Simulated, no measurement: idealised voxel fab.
The process module presented herein is designated voxel plated lines.
Square cells of 5 nm make up the cross-section cut, whose width is 225 nm.
When this document writes out a cross-section, it uses a grid of square cells and lists it as bands, beginning at the top and moving down, with a band standing for one or more rows of cells. Top height, bottom height, nm. Materials left to right, width each, nm. Single material + "everywhere" = fills band edge to edge. "air" = empty. Height reference: 0 = level under which incoming wafer is all one material. Lowest band: no bottom, runs on downward, e.g. "from 0 down". A width given as "30->40" starts at the first number in the band's top row and ends at the second number in its bottom row, shifting by an equal amount at every step from row to row. Take "no modification" at face value: in the step it is given for, the cross-section changed in none of its cells. Entry "Enclosed void listing". Content: empty spaces with no open connection to the top, size 8 cells or greater. Each: width x height at distance. Distance: from left edge. Unit: nm. Where a step's line continues beyond its settings, the continuation is a remark by the simulator itself on that step. The "overlay nm" setting may appear on a step's line; for a step that uses a mask, it gives how far to the right of its planned position the mask lay, and a negative value indicates the left.
### The following list gives the planned process steps
step 1: RECEIVE (material Si)
step 2: CONFORMAL_DEP (material Al2O3; thk nm 5)
step 3: DIRECTIONAL_DEP (material TiN; thk nm 5)
step 4: PATTERN (tone open; mask id LINES; material resist; width nm 20; pitch nm 45; thk nm 30; overlay nm 0)
step 5: EPI (material Ru; thk nm 5)
step 6: EPI (material Ru; thk nm 5)
step 7: STRIP (etch materials resist)
step 8: DIRECTIONAL_ETCH (etch materials TiN; depth nm 5)
step 9: CONFORMAL_DEP (material SiN; thk nm 10)
### First wafer of two (run as planned)
### Received-state cross-section, reflecting completion of step 1
> from 0 down  Si everywhere
> Enclosed void listing: none
### Wafer after step 2 (cross-section)
> from 5 to 0  Al2O3 everywhere
> Under 0: no change, same as before.
### Wafer after step 3 (cross-section)
> from 10 to 5  TiN everywhere
> Under 5: no change, same as before.
### Wafer after step 4 (cross-section)
> from 40 to 10  80 nm resist, then 20 nm air, then 25 nm resist, then 20 nm air, then 80 nm resist
> Under 10: no change, same as before.
### Wafer after step 5 (cross-section)
> from 40 to 15  80 nm resist, then 20 nm air, then 25 nm resist, then 20 nm air, then 80 nm resist
> from 15 to 10  80 nm resist, then 20 nm Ru, then 25 nm resist, then 20 nm Ru, then 80 nm resist
> Under 10: no change, same as before.
### Wafer after step 6 (cross-section)
> from 40 to 20  80 nm resist, then 20 nm air, then 25 nm resist, then 20 nm air, then 80 nm resist
> from 20 to 10  80 nm resist, then 20 nm Ru, then 25 nm resist, then 20 nm Ru, then 80 nm resist
> Under 10: no change, same as before.
### Wafer after step 7 (cross-section)
> from 20 to 10  80 nm air, then 20 nm Ru, then 25 nm air, then 20 nm Ru, then 80 nm air
> Under 10: no change, same as before.
### Wafer after step 8 (cross-section)
> from 20 to 10  80 nm air, then 20 nm Ru, then 25 nm air, then 20 nm Ru, then 80 nm air
> from 10 to 5  80 nm air, then 20 nm TiN, then 25 nm air, then 20 nm TiN, then 80 nm air
> Under 5: no change, same as before.
### Wafer after step 9 (cross-section)
> from 30 to 20  70 nm air, then 40 nm SiN, then 5 nm air, then 40 nm SiN, then 70 nm air
> from 20 to 15  70 nm air, then 10 nm SiN, then 20 nm Ru, then 10 nm SiN, then 5 nm air, then 10 nm SiN, then 20 nm Ru, then 10 nm SiN, then 70 nm air
> from 15 to 10  80 nm SiN, then 20 nm Ru, then 25 nm SiN, then 20 nm Ru, then 80 nm SiN
> from 10 to 5  80 nm SiN, then 20 nm TiN, then 25 nm SiN, then 20 nm TiN, then 80 nm SiN
> Under 5: no change, same as before.
### The remaining wafer, second of the two, started like the first and was run to the same plan, except that one mistake was made along the way; the two coincide through step 1, inclusive
### Second wafer shown in cross-section at the time step 2 was slated to end
> from 5 to 0  TiN everywhere
> Under 0: no change, same as before.
### Second wafer shown in cross-section at the time step 3 was slated to end
> from 10 to 5  Al2O3 everywhere
> Under 5: no change, same as before.
### Second wafer shown in cross-section at the time step 4 was slated to end
> from 40 to 10  80 nm resist, then 20 nm air, then 25 nm resist, then 20 nm air, then 80 nm resist
> Under 10: no change, same as before.
Second wafer shown in cross-section at the time step 5 was slated to end: no modification
Second wafer shown in cross-section at the time step 6 was slated to end: no modification
### Second wafer shown in cross-section at the time step 7 was slated to end
> from 10 to 5  Al2O3 everywhere
> Under 5: no change, same as before.
Second wafer shown in cross-section at the time step 8 was slated to end: no modification
### Second wafer shown in cross-section at the time step 9 was slated to end
> from 20 to 10  SiN everywhere
> Under 10: no change, same as before.
Diagnosis: plan vs actual: 2 and 3 interchanged
In the final state, the cell counts of the second wafer exceed or fall short of those of the first for the following materials: -16 Ru, -24 SiN, +37 TiN
